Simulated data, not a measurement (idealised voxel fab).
Process module name: voxel gate over fins
Section cut is 275 nm wide and gridded with 5 nm square cells.
A cross-section is a grid of square cells, given in bands from the top down. A band is one or more rows of cells. Top height, bottom height, nm. Materials left to right, width each, nm. Single material + "throughout" = fills band edge to edge. "blank" = empty. Beneath 0, the wafer as received is one material, and that level is where height counting begins. The lowest band goes on downward without a bottom; it is written like "z 0 and below". Note: "30->40" means the width goes from the first number (top row of the band) to the second number (bottom row) in equal steps per row of cells. Where the words "identical to before" appear for a step, the cross-section shows no cell changed by that step; every cell remained as before. Each empty space that has no open way to the top and spans at least 8 cells appears under "Unvented cavities" as width x height at distance, the distance counted from the left edge, all in nm. Formally, on a step line, whatever follows the settings is a remark that the simulator itself makes on the step. Regarding "overlay nm": on a step with a mask, it is the distance the mask lay to the right of its planned place; a negative value places it to the left.
Planned process steps
1 RECEIVE, material Si
2 CONFORMAL_DEP, material SiN, thk nm 10
3 DIRECTIONAL_DEP, material aC, thk nm 10
4 PATTERN, tone cover, mask id FINS, material resist, width nm 15, pitch nm 55, thk nm 30, overlay nm 0
5 DIRECTIONAL_ETCH, etch materials aC, depth nm 10
6 STRIP, etch materials resist
7 DIRECTIONAL_ETCH, etch materials SiN, depth nm 10
8 DIRECTIONAL_ETCH, etch materials Si, depth nm 40
9 STRIP, etch materials aC
10 FILL_DEP, material SiO2, thk nm 10
11 CMP, height nm 10
12 PATTERN, tone open, mask id RAIL, material resist, width nm 15, thk nm 20, overlay nm 0
13 DIRECTIONAL_ETCH, etch materials SiO2, depth nm 45
14 STRIP, etch materials resist
15 CONFORMAL_DEP, material TiN, thk nm 5
16 FILL_DEP, material W, thk nm 5
17 CMP, height nm 10
18 SELECTIVE_ETCH, etch materials W Ru TiN, depth nm 30
19 FILL_DEP, material SiO2, thk nm 5
20 CMP, height nm 10
21 SELECTIVE_ETCH, etch materials SiO2, depth nm 25
22 STRIP, etch materials SiN
23 CONFORMAL_DEP, material HfO2, thk nm 5
24 CONFORMAL_DEP, material TiN, thk nm 5
25 FILL_DEP, material W, thk nm 15
26 CMP, height nm 20
27 CONFORMAL_DEP, material SiCN, thk nm 5
Cross-sectional view of the wafer in its as-received condition, corresponding to the state after step 1
	z 0 and below: Si throughout
	Unvented cavities: none
Run as planned - first of the two wafers cross-sectioned at the end of the module
	z 25 to 20: SiCN throughout
	z 20 to 10: W throughout
	z 10 to 5: 65 of W | 35 of TiN | 20 of W | 35 of TiN | 20 of W | 35 of TiN | 65 of W
	z 5 to 0: 65 of W | 5 of TiN | 25 of HfO2 | 5 of TiN | 20 of W | 5 of TiN | 25 of HfO2 | 5 of TiN | 20 of W | 5 of TiN | 25 of HfO2 | 5 of TiN | 65 of W
	z 0 to -5: 65 of W | 5 of TiN | 5 of HfO2 | 15 of Si | 5 of HfO2 | 5 of TiN | 20 of W | 5 of TiN | 5 of HfO2 | 15 of Si | 5 of HfO2 | 5 of TiN | 20 of W | 5 of TiN | 5 of HfO2 | 15 of Si | 5 of HfO2 | 5 of TiN | 65 of W
	z -5 to -10: 70 of TiN | 5 of HfO2 | 15 of Si | 5 of HfO2 | 30 of TiN | 5 of HfO2 | 15 of Si | 5 of HfO2 | 30 of TiN | 5 of HfO2 | 15 of Si | 5 of HfO2 | 70 of TiN
	z -10 to -15: 75 of HfO2 | 15 of Si | 40 of HfO2 | 15 of Si | 40 of HfO2 | 15 of Si | 75 of HfO2
	z -15 to -20: 75 of SiO2 | 15 of Si | 40 of SiO2 | 15 of Si | 40 of SiO2 | 15 of Si | 75 of SiO2
	z -20 to -30: 75 of SiO2 | 15 of Si | 10 of SiO2 | 5 of TiN | 5 of W | 5 of TiN | 15 of SiO2 | 15 of Si | 40 of SiO2 | 15 of Si | 75 of SiO2
	z -30 to -35: 75 of SiO2 | 15 of Si | 10 of SiO2 | 15 of TiN | 15 of SiO2 | 15 of Si | 40 of SiO2 | 15 of Si | 75 of SiO2
	z -35 to -40: 75 of SiO2 | 15 of Si | 40 of SiO2 | 15 of Si | 40 of SiO2 | 15 of Si | 75 of SiO2
	z -40 and below: Si throughout
	Unvented cavities: none
This is the second of the two wafers, cross-sectioned at the end of the module; it started exactly like the first and was given the same plan, but it was run with one mistake
	z 25 to 20: SiCN throughout
	z 20 to 10: W throughout
	z 10 to 5: 65 of W | 35 of TiN | 20 of W | 35 of TiN | 20 of W | 35 of TiN | 65 of W
	z 5 to 0: 65 of W | 5 of TiN | 25 of HfO2 | 5 of TiN | 20 of W | 5 of TiN | 25 of HfO2 | 5 of TiN | 20 of W | 5 of TiN | 25 of HfO2 | 5 of TiN | 65 of W
	z 0 to -5: 65 of W | 5 of TiN | 5 of HfO2 | 15 of Si | 5 of HfO2 | 5 of TiN | 20 of W | 5 of TiN | 5 of HfO2 | 15 of Si | 5 of HfO2 | 5 of TiN | 20 of W | 5 of TiN | 5 of HfO2 | 15 of Si | 5 of HfO2 | 5 of TiN | 65 of W
	z -5 to -10: 70 of TiN | 5 of HfO2 | 15 of Si | 5 of HfO2 | 30 of TiN | 5 of HfO2 | 15 of Si | 5 of HfO2 | 30 of TiN | 5 of HfO2 | 15 of Si | 5 of HfO2 | 70 of TiN
	z -10 to -15: 75 of HfO2 | 15 of Si | 40 of HfO2 | 15 of Si | 40 of HfO2 | 15 of Si | 75 of HfO2
	z -15 to -20: 75 of SiO2 | 15 of Si | 40 of SiO2 | 15 of Si | 40 of SiO2 | 15 of Si | 75 of SiO2
	z -20 to -30: 75 of SiO2 | 15 of Si | 5 of SiO2 | 5 of TiN | 5 of W | 5 of TiN | 20 of SiO2 | 15 of Si | 40 of SiO2 | 15 of Si | 75 of SiO2
	z -30 to -35: 75 of SiO2 | 15 of Si | 5 of SiO2 | 15 of TiN | 20 of SiO2 | 15 of Si | 40 of SiO2 | 15 of Si | 75 of SiO2
	z -35 to -40: 75 of SiO2 | 15 of Si | 40 of SiO2 | 15 of Si | 40 of SiO2 | 15 of Si | 75 of SiO2
	z -40 and below: Si throughout
	Unvented cavities: none
In executing the process, a mistake was made relative to the plan: heads up, step 12 didn't go per plan, it actually ran as PATTERN, tone open, mask id RAIL, material resist, width nm 15, thk nm 20, overlay nm -5
Matching per-material cell counts, mismatched positions: that is how the second wafer compares with the first at the end.
